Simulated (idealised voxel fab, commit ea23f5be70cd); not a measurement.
process module | voxel self aligned contacts
Pictured: cross-section cut, 270 nm wide, on a grid of 5 nm square cells.
How to read a cross-section here: the picture is a grid of square cells, written as bands going from the top down, and any band can span one or more rows of cells.
Band: top height; bottom height; in nm. Then, left to right: material with width in nm, for each material. "full width": a single material spanning edge to edge. "air": empty space.
We count height from 0. Below that, the starting wafer is all one material. The lowest band never ends at the bottom but goes on down; see "0 -> down" for how that is written.
When a width is written as two numbers, as in "30..40", the first number is the width in the top row of cells of the band and the second is the width in its bottom row, and the width changes by the same amount from each row to the next.
"changes: none" after a step means that no cell of the cross-section changed.
Closed-off voids of 8+ cells (no open route to the top) go in "Sealed-off cavities", written width x height at distance from the left edge, in nm.
Past the settings on a step's line: simulator remark, on that step.
overlay nm, on a step with a mask: how far to the right of its planned place the mask lay; to the left if negative

SET OUT BELOW ARE THE PLANNED STEPS OF THE PROCESS
step 1: op RECEIVE | material Si
step 2: op CONFORMAL_DEP | material SiO2 | thk nm 5
step 3: op DIRECTIONAL_DEP | material polySi | thk nm 20
step 4: op DIRECTIONAL_DEP | material SiN | thk nm 20
step 5: op DIRECTIONAL_DEP | material aC | thk nm 15
step 6: op PATTERN | tone cover | mask id GATE | material resist | width nm 25 | pitch nm 65 | thk nm 30 | overlay nm 0
step 7: op DIRECTIONAL_ETCH | etch materials aC | depth nm 15
step 8: op STRIP | etch materials resist
step 9: op DIRECTIONAL_ETCH | etch materials SiN | depth nm 20
step 10: op DIRECTIONAL_ETCH | etch materials polySi | depth nm 20
step 11: op STRIP | etch materials aC
step 12: op CONFORMAL_DEP | material SiN | thk nm 10
step 13: op DIRECTIONAL_ETCH | etch materials SiN | depth nm 10
step 14: op FILL_DEP | material SiO2 | thk nm 15
step 15: op CMP | height nm 55
step 16: op MASKED_ETCH | tone open | mask id CONTACT | width nm 50 | pitch nm 65 | etch materials SiO2 | depth nm 55 | overlay nm 0
step 17: op CONFORMAL_DEP | material TiN | thk nm 5
step 18: op FILL_DEP | material W | thk nm 5
step 19: op CMP | height nm 55
step 20: op CONFORMAL_DEP | material SiCN | thk nm 5

FIRST WAFER OUT OF TWO, PROCESSED AS PLANNED

HERE'S WHAT THE WAFER LOOKED LIKE IN CROSS-SECTION WHEN IT ARRIVED - THAT'S AFTER STEP 1
	0 -> down | Si full width
	Sealed-off cavities: none

TAKE A LOOK AT THE WAFER'S CROSS-SECTION AFTER STEP 2
	5 -> 0 | SiO2 full width
	Below 0 it's all the same as before, nothing changed down there.

TAKE A LOOK AT THE WAFER'S CROSS-SECTION AFTER STEP 3
	25 -> 5 | polySi full width
	Below 5 it's all the same as before, nothing changed down there.

TAKE A LOOK AT THE WAFER'S CROSS-SECTION AFTER STEP 4
	45 -> 25 | SiN full width
	Below 25 it's all the same as before, nothing changed down there.

TAKE A LOOK AT THE WAFER'S CROSS-SECTION AFTER STEP 5
	60 -> 45 | aC full width
	Below 45 it's all the same as before, nothing changed down there.

TAKE A LOOK AT THE WAFER'S CROSS-SECTION AFTER STEP 6
	90 -> 60 | 55 of air; 25 of resist; 40 of air; 25 of resist; 40 of air; 25 of resist; 60 of air
	Below 60 it's all the same as before, nothing changed down there.

TAKE A LOOK AT THE WAFER'S CROSS-SECTION AFTER STEP 7
	75 -> 60 | 55 of air; 25 of resist; 40 of air; 25 of resist; 40 of air; 25 of resist; 60 of air
	60 -> 45 | 55 of air; 25 of aC; 40 of air; 25 of aC; 40 of air; 25 of aC; 60 of air
	Below 45 it's all the same as before, nothing changed down there.

TAKE A LOOK AT THE WAFER'S CROSS-SECTION AFTER STEP 8
	60 -> 45 | 55 of air; 25 of aC; 40 of air; 25 of aC; 40 of air; 25 of aC; 60 of air
	Below 45 it's all the same as before, nothing changed down there.

TAKE A LOOK AT THE WAFER'S CROSS-SECTION AFTER STEP 9
	60 -> 45 | 55 of air; 25 of aC; 40 of air; 25 of aC; 40 of air; 25 of aC; 60 of air
	45 -> 25 | 55 of air; 25 of SiN; 40 of air; 25 of SiN; 40 of air; 25 of SiN; 60 of air
	Below 25 it's all the same as before, nothing changed down there.

TAKE A LOOK AT THE WAFER'S CROSS-SECTION AFTER STEP 10
	60 -> 45 | 55 of air; 25 of aC; 40 of air; 25 of aC; 40 of air; 25 of aC; 60 of air
	45 -> 25 | 55 of air; 25 of SiN; 40 of air; 25 of SiN; 40 of air; 25 of SiN; 60 of air
	25 -> 5 | 55 of air; 25 of polySi; 40 of air; 25 of polySi; 40 of air; 25 of polySi; 60 of air
	Below 5 it's all the same as before, nothing changed down there.

TAKE A LOOK AT THE WAFER'S CROSS-SECTION AFTER STEP 11
	45 -> 25 | 55 of air; 25 of SiN; 40 of air; 25 of SiN; 40 of air; 25 of SiN; 60 of air
	Below 25 it's all the same as before, nothing changed down there.

TAKE A LOOK AT THE WAFER'S CROSS-SECTION AFTER STEP 12
	55 -> 25 | 45 of air; 45 of SiN; 20 of air; 45 of SiN; 20 of air; 45 of SiN; 50 of air
	25 -> 15 | 45 of air; 10 of SiN; 25 of polySi; 10 of SiN; 20 of air; 10 of SiN; 25 of polySi; 10 of SiN; 20 of air; 10 of SiN; 25 of polySi; 10 of SiN; 50 of air
	15 -> 5 | 55 of SiN; 25 of polySi; 40 of SiN; 25 of polySi; 40 of SiN; 25 of polySi; 60 of SiN
	Below 5 it's all the same as before, nothing changed down there.

TAKE A LOOK AT THE WAFER'S CROSS-SECTION AFTER STEP 13
	45 -> 25 | 45 of air; 45 of SiN; 20 of air; 45 of SiN; 20 of air; 45 of SiN; 50 of air
	25 -> 5 | 45 of air; 10 of SiN; 25 of polySi; 10 of SiN; 20 of air; 10 of SiN; 25 of polySi; 10 of SiN; 20 of air; 10 of SiN; 25 of polySi; 10 of SiN; 50 of air
	Below 5 it's all the same as before, nothing changed down there.

TAKE A LOOK AT THE WAFER'S CROSS-SECTION AFTER STEP 14
	60 -> 45 | SiO2 full width
	45 -> 25 | 45 of SiO2; 45 of SiN; 20 of SiO2; 45 of SiN; 20 of SiO2; 45 of SiN; 50 of SiO2
	25 -> 5 | 45 of SiO2; 10 of SiN; 25 of polySi; 10 of SiN; 20 of SiO2; 10 of SiN; 25 of polySi; 10 of SiN; 20 of SiO2; 10 of SiN; 25 of polySi; 10 of SiN; 50 of SiO2
	Below 5 it's all the same as before, nothing changed down there.

TAKE A LOOK AT THE WAFER'S CROSS-SECTION AFTER STEP 15
	55 -> 45 | SiO2 full width
	Below 45 it's all the same as before, nothing changed down there.

TAKE A LOOK AT THE WAFER'S CROSS-SECTION AFTER STEP 16
	55 -> 45 | 75 of SiO2; 50 of air; 15 of SiO2; 50 of air; 80 of SiO2
	45 -> 25 | 45 of SiO2; 45 of SiN; 20 of air; 45 of SiN; 20 of air; 45 of SiN; 50 of SiO2
	25 -> 5 | 45 of SiO2; 10 of SiN; 25 of polySi; 10 of SiN; 20 of air; 10 of SiN; 25 of polySi; 10 of SiN; 20 of air; 10 of SiN; 25 of polySi; 10 of SiN; 50 of SiO2
	5 -> 0 | 90 of SiO2; 20 of air; 45 of SiO2; 20 of air; 95 of SiO2
	Below 0 it's all the same as before, nothing changed down there.

TAKE A LOOK AT THE WAFER'S CROSS-SECTION AFTER STEP 17
	60 -> 55 | 80 of TiN; 40 of air; 25 of TiN; 40 of air; 85 of TiN
	55 -> 45 | 75 of SiO2; 5..20 of TiN; 40..10 of air; 5..20 of TiN; 15 of SiO2; 5..20 of TiN; 40..10 of air; 5..20 of TiN; 80 of SiO2
	45 -> 25 | 45 of SiO2; 45 of SiN; 5 of TiN; 10 of air; 5 of TiN; 45 of SiN; 5 of TiN; 10 of air; 5 of TiN; 45 of SiN; 50 of SiO2
	25 -> 5 | 45 of SiO2; 10 of SiN; 25 of polySi; 10 of SiN; 5 of TiN; 10 of air; 5 of TiN; 10 of SiN; 25 of polySi; 10 of SiN; 5 of TiN; 10 of air; 5 of TiN; 10 of SiN; 25 of polySi; 10 of SiN; 50 of SiO2
	5 -> 0 | 90 of SiO2; 20 of TiN; 45 of SiO2; 20 of TiN; 95 of SiO2
	Below 0 it's all the same as before, nothing changed down there.

TAKE A LOOK AT THE WAFER'S CROSS-SECTION AFTER STEP 18
	65 -> 60 | W full width
	60 -> 55 | 80 of TiN; 40 of W; 25 of TiN; 40 of W; 85 of TiN
	55 -> 45 | 75 of SiO2; 5..20 of TiN; 40..10 of W; 5..20 of TiN; 15 of SiO2; 5..20 of TiN; 40..10 of W; 5..20 of TiN; 80 of SiO2
	45 -> 25 | 45 of SiO2; 45 of SiN; 5 of TiN; 10 of W; 5 of TiN; 45 of SiN; 5 of TiN; 10 of W; 5 of TiN; 45 of SiN; 50 of SiO2
	25 -> 5 | 45 of SiO2; 10 of SiN; 25 of polySi; 10 of SiN; 5 of TiN; 10 of W; 5 of TiN; 10 of SiN; 25 of polySi; 10 of SiN; 5 of TiN; 10 of W; 5 of TiN; 10 of SiN; 25 of polySi; 10 of SiN; 50 of SiO2
	Below 5 it's all the same as before, nothing changed down there.

TAKE A LOOK AT THE WAFER'S CROSS-SECTION AFTER STEP 19
	55 -> 45 | 75 of SiO2; 5..20 of TiN; 40..10 of W; 5..20 of TiN; 15 of SiO2; 5..20 of TiN; 40..10 of W; 5..20 of TiN; 80 of SiO2
	Below 45 it's all the same as before, nothing changed down there.

TAKE A LOOK AT THE WAFER'S CROSS-SECTION AFTER STEP 20
	60 -> 55 | SiCN full width
	Below 55 it's all the same as before, nothing changed down there.

SECOND WAFER: SAME START AND SAME PLAN AS THE FIRST, ONE EXECUTION ERROR; IDENTICAL TO THE FIRST THROUGH STEP 1

CROSS-SECTIONAL VIEW OF THE SECOND WAFER AT THE INTENDED END TIME OF PROCESS STEP 2
	20 -> 0 | polySi full width
	Below 0 it's all the same as before, nothing changed down there.

CROSS-SECTIONAL VIEW OF THE SECOND WAFER AT THE INTENDED END TIME OF PROCESS STEP 3
	25 -> 20 | SiO2 full width
	Below 20 it's all the same as before, nothing changed down there.

CROSS-SECTIONAL VIEW OF THE SECOND WAFER AT THE INTENDED END TIME OF PROCESS STEP 4
	45 -> 25 | SiN full width
	Below 25 it's all the same as before, nothing changed down there.

CROSS-SECTIONAL VIEW OF THE SECOND WAFER AT THE INTENDED END TIME OF PROCESS STEP 5
	60 -> 45 | aC full width
	Below 45 it's all the same as before, nothing changed down there.

CROSS-SECTIONAL VIEW OF THE SECOND WAFER AT THE INTENDED END TIME OF PROCESS STEP 6
	90 -> 60 | 55 of air; 25 of resist; 40 of air; 25 of resist; 40 of air; 25 of resist; 60 of air
	Below 60 it's all the same as before, nothing changed down there.

CROSS-SECTIONAL VIEW OF THE SECOND WAFER AT THE INTENDED END TIME OF PROCESS STEP 7
	75 -> 60 | 55 of air; 25 of resist; 40 of air; 25 of resist; 40 of air; 25 of resist; 60 of air
	60 -> 45 | 55 of air; 25 of aC; 40 of air; 25 of aC; 40 of air; 25 of aC; 60 of air
	Below 45 it's all the same as before, nothing changed down there.

CROSS-SECTIONAL VIEW OF THE SECOND WAFER AT THE INTENDED END TIME OF PROCESS STEP 8
	60 -> 45 | 55 of air; 25 of aC; 40 of air; 25 of aC; 40 of air; 25 of aC; 60 of air
	Below 45 it's all the same as before, nothing changed down there.

CROSS-SECTIONAL VIEW OF THE SECOND WAFER AT THE INTENDED END TIME OF PROCESS STEP 9
	60 -> 45 | 55 of air; 25 of aC; 40 of air; 25 of aC; 40 of air; 25 of aC; 60 of air
	45 -> 25 | 55 of air; 25 of SiN; 40 of air; 25 of SiN; 40 of air; 25 of SiN; 60 of air
	Below 25 it's all the same as before, nothing changed down there.

Cross-sectional view of the second wafer at the intended end time of process step 10: changes: none

CROSS-SECTIONAL VIEW OF THE SECOND WAFER AT THE INTENDED END TIME OF PROCESS STEP 11
	45 -> 25 | 55 of air; 25 of SiN; 40 of air; 25 of SiN; 40 of air; 25 of SiN; 60 of air
	Below 25 it's all the same as before, nothing changed down there.

CROSS-SECTIONAL VIEW OF THE SECOND WAFER AT THE INTENDED END TIME OF PROCESS STEP 12
	55 -> 35 | 45 of air; 45 of SiN; 20 of air; 45 of SiN; 20 of air; 45 of SiN; 50 of air
	35 -> 25 | SiN full width
	Below 25 it's all the same as before, nothing changed down there.

CROSS-SECTIONAL VIEW OF THE SECOND WAFER AT THE INTENDED END TIME OF PROCESS STEP 13
	45 -> 25 | 45 of air; 45 of SiN; 20 of air; 45 of SiN; 20 of air; 45 of SiN; 50 of air
	Below 25 it's all the same as before, nothing changed down there.

CROSS-SECTIONAL VIEW OF THE SECOND WAFER AT THE INTENDED END TIME OF PROCESS STEP 14
	60 -> 45 | SiO2 full width
	45 -> 25 | 45 of SiO2; 45 of SiN; 20 of SiO2; 45 of SiN; 20 of SiO2; 45 of SiN; 50 of SiO2
	Below 25 it's all the same as before, nothing changed down there.

CROSS-SECTIONAL VIEW OF THE SECOND WAFER AT THE INTENDED END TIME OF PROCESS STEP 15
	55 -> 45 | SiO2 full width
	Below 45 it's all the same as before, nothing changed down there.

CROSS-SECTIONAL VIEW OF THE SECOND WAFER AT THE INTENDED END TIME OF PROCESS STEP 16
	55 -> 45 | 75 of SiO2; 50 of air; 15 of SiO2; 50 of air; 80 of SiO2
	45 -> 25 | 45 of SiO2; 45 of SiN; 20 of air; 45 of SiN; 20 of air; 45 of SiN; 50 of SiO2
	25 -> 20 | 90 of SiO2; 20 of air; 45 of SiO2; 20 of air; 95 of SiO2
	Below 20 it's all the same as before, nothing changed down there.

CROSS-SECTIONAL VIEW OF THE SECOND WAFER AT THE INTENDED END TIME OF PROCESS STEP 17
	60 -> 55 | 80 of TiN; 40 of air; 25 of TiN; 40 of air; 85 of TiN
	55 -> 45 | 75 of SiO2; 5..20 of TiN; 40..10 of air; 5..20 of TiN; 15 of SiO2; 5..20 of TiN; 40..10 of air; 5..20 of TiN; 80 of SiO2
	45 -> 25 | 45 of SiO2; 45 of SiN; 5 of TiN; 10 of air; 5 of TiN; 45 of SiN; 5 of TiN; 10 of air; 5 of TiN; 45 of SiN; 50 of SiO2
	25 -> 20 | 90 of SiO2; 20 of TiN; 45 of SiO2; 20 of TiN; 95 of SiO2
	Below 20 it's all the same as before, nothing changed down there.

CROSS-SECTIONAL VIEW OF THE SECOND WAFER AT THE INTENDED END TIME OF PROCESS STEP 18
	65 -> 60 | W full width
	60 -> 55 | 80 of TiN; 40 of W; 25 of TiN; 40 of W; 85 of TiN
	55 -> 45 | 75 of SiO2; 5..20 of TiN; 40..10 of W; 5..20 of TiN; 15 of SiO2; 5..20 of TiN; 40..10 of W; 5..20 of TiN; 80 of SiO2
	45 -> 25 | 45 of SiO2; 45 of SiN; 5 of TiN; 10 of W; 5 of TiN; 45 of SiN; 5 of TiN; 10 of W; 5 of TiN; 45 of SiN; 50 of SiO2
	Below 25 it's all the same as before, nothing changed down there.

CROSS-SECTIONAL VIEW OF THE SECOND WAFER AT THE INTENDED END TIME OF PROCESS STEP 19
	55 -> 45 | 75 of SiO2; 5..20 of TiN; 40..10 of W; 5..20 of TiN; 15 of SiO2; 5..20 of TiN; 40..10 of W; 5..20 of TiN; 80 of SiO2
	Below 45 it's all the same as before, nothing changed down there.

CROSS-SECTIONAL VIEW OF THE SECOND WAFER AT THE INTENDED END TIME OF PROCESS STEP 20
	60 -> 55 | SiCN full width
	Below 55 it's all the same as before, nothing changed down there.
Plan not followed: the intended sequence of steps 2 and 3 was reversed during processing, with each occupying the position of the other
Counted in cells at the end, the second wafer holds more or fewer of these materials than the first: -48 SiN, -76 SiO2, -16 TiN, -16 W, +156 polySi
